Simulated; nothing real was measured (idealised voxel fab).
Process module name: voxel wiring stack
cross-section cut | 205 nm wide | cells 5 nm
If you're reading a cross-section in this doc, picture square cells in a grid; it comes to you as bands, top ones listed first down to the bottom, and a band can be one or more rows of cells. Band: top height; bottom height; in nm. Then, left to right: material with width in nm, for each material. "throughout": a single material spanning edge to edge. "empty": empty space. Counting heights begins at 0, where everything beneath is, in the wafer as received, one material. The lowest band has no bottom; it goes on downwards, as "top 0, no bottom" shows. When a width is written as two numbers, as in "30..40", the first number is the width in the top row of cells of the band and the second is the width in its bottom row, and the width changes by the same amount from each row to the next. Where the words "all unchanged" appear for a step, the cross-section shows no cell changed by that step; every cell remained as before. Look at "Voids lacking openings" for the closed voids: empty spaces with no open path to the top, sized 8 cells or up. Each is width x height at distance, distance from the left edge, all nm. Read whatever lies past the settings on a step's line as the simulator's own remark about the step. The optional step-line setting "overlay nm" applies to steps with a mask and quantifies how far to the right of its planned location the mask lay, a negative value indicating leftward placement.

**The following list gives the planned process steps**
1) RECEIVE: material Si
2) CONFORMAL_DEP: material SiO2, thk nm 10
3) CONFORMAL_DEP: material SiCN, thk nm 5
4) DIRECTIONAL_DEP: material SiO2, thk nm 25
5) PATTERN: tone open, mask id METAL_1, material resist, width nm 25, pitch nm 40, thk nm 15, overlay nm 0
6) DIRECTIONAL_ETCH: etch materials SiO2, depth nm 25
7) DIRECTIONAL_ETCH: etch materials SiCN, depth nm 5
8) STRIP: etch materials resist
9) CONFORMAL_DEP: material TiN, thk nm 5
10) FILL_DEP: material Cu, thk nm 5
11) CMP: height nm 40
12) EPI: material Ru, thk nm 5
13) FILL_DEP: material SiCN, thk nm 5
14) DIRECTIONAL_DEP: material SiO2, thk nm 10
15) MASKED_ETCH: tone open, mask id PLUG_1, width nm 15, pitch nm 40, etch materials SiO2, depth nm 10, overlay nm 0
16) MASKED_ETCH: tone open, mask id PLUG_1, width nm 15, pitch nm 40, etch materials SiCN, depth nm 5, overlay nm 0
17) EPI: material Ru, thk nm 10
18) EPI: material Ru, thk nm 5
19) CONFORMAL_DEP: material SiN, thk nm 5
20) DIRECTIONAL_DEP: material SiO2, thk nm 25
21) MASKED_ETCH: tone open, mask id METAL_2, width nm 25, pitch nm 40, etch materials SiO2, depth nm 25, overlay nm -15
22) MASKED_ETCH: tone open, mask id METAL_2, width nm 25, pitch nm 40, etch materials SiN, depth nm 5, overlay nm 0
23) CONFORMAL_DEP: material TiN, thk nm 5
24) FILL_DEP: material Cu, thk nm 5
25) CMP: height nm 90
26) CONFORMAL_DEP: material SiCN, thk nm 5
27) DIRECTIONAL_DEP: material lowk, thk nm 15
28) MASKED_ETCH: tone open, mask id PLUG_2, width nm 15, pitch nm 40, etch materials lowk, depth nm 15, overlay nm 0
29) MASKED_ETCH: tone open, mask id PLUG_2, width nm 15, pitch nm 40, etch materials SiCN, depth nm 5, overlay nm 0
30) EPI: material Ru, thk nm 10
31) EPI: material Ru, thk nm 10
32) CONFORMAL_DEP: material SiCN, thk nm 5
33) DIRECTIONAL_DEP: material lowk, thk nm 20
34) DIRECTIONAL_DEP: material aC, thk nm 15
35) PATTERN: tone open, mask id METAL_3, material resist, width nm 25, pitch nm 40, thk nm 35, overlay nm 0
36) DIRECTIONAL_ETCH: etch materials aC, depth nm 15
37) STRIP: etch materials resist
38) DIRECTIONAL_ETCH: etch materials lowk, depth nm 20
39) DIRECTIONAL_ETCH: etch materials SiCN, depth nm 5
40) STRIP: etch materials aC
41) CONFORMAL_DEP: material TiN, thk nm 5
42) FILL_DEP: material Cu, thk nm 10
43) CMP: height nm 135
44) CONFORMAL_DEP: material SiN, thk nm 5
Keep in mind the plan's value for the overlay nm of step 21 comes from the first wafer; the wafers don't share that setting, but they do share the same starting point.

**Step 1 complete: as-received cross-section of the first of several wafers**
    top 0, no bottom = Si throughout
    Voids lacking openings: none

**Basically each wafer gets a line in the table, showing it at the end of the module: material by material, the cells it gained (+) or lost (-) since we got it, then its closed voids**
overlay nm -15, +156 Cu, +112 Ru, +113 SiCN, +74 SiN, +350 SiO2, +172 TiN, +171 lowk, Voids lacking openings: none
overlay nm -10, +160 Cu, +112 Ru, +113 SiCN, +70 SiN, +350 SiO2, +172 TiN, +171 lowk, Voids lacking openings: none
overlay nm -5, +164 Cu, +112 Ru, +113 SiCN, +66 SiN, +350 SiO2, +172 TiN, +171 lowk, Voids lacking openings: none
overlay nm 0, +168 Cu, +112 Ru, +113 SiCN, +62 SiN, +350 SiO2, +172 TiN, +171 lowk, Voids lacking openings: none
overlay nm 5, +164 Cu, +112 Ru, +113 SiCN, +66 SiN, +350 SiO2, +172 TiN, +171 lowk, Voids lacking openings: none
overlay nm 10, +160 Cu, +112 Ru, +113 SiCN, +70 SiN, +350 SiO2, +172 TiN, +171 lowk, Voids lacking openings: none
overlay nm 15, +156 Cu, +64 Ru, +145 SiCN, +74 SiN, +350 SiO2, +188 TiN, +171 lowk, Voids lacking openings: none
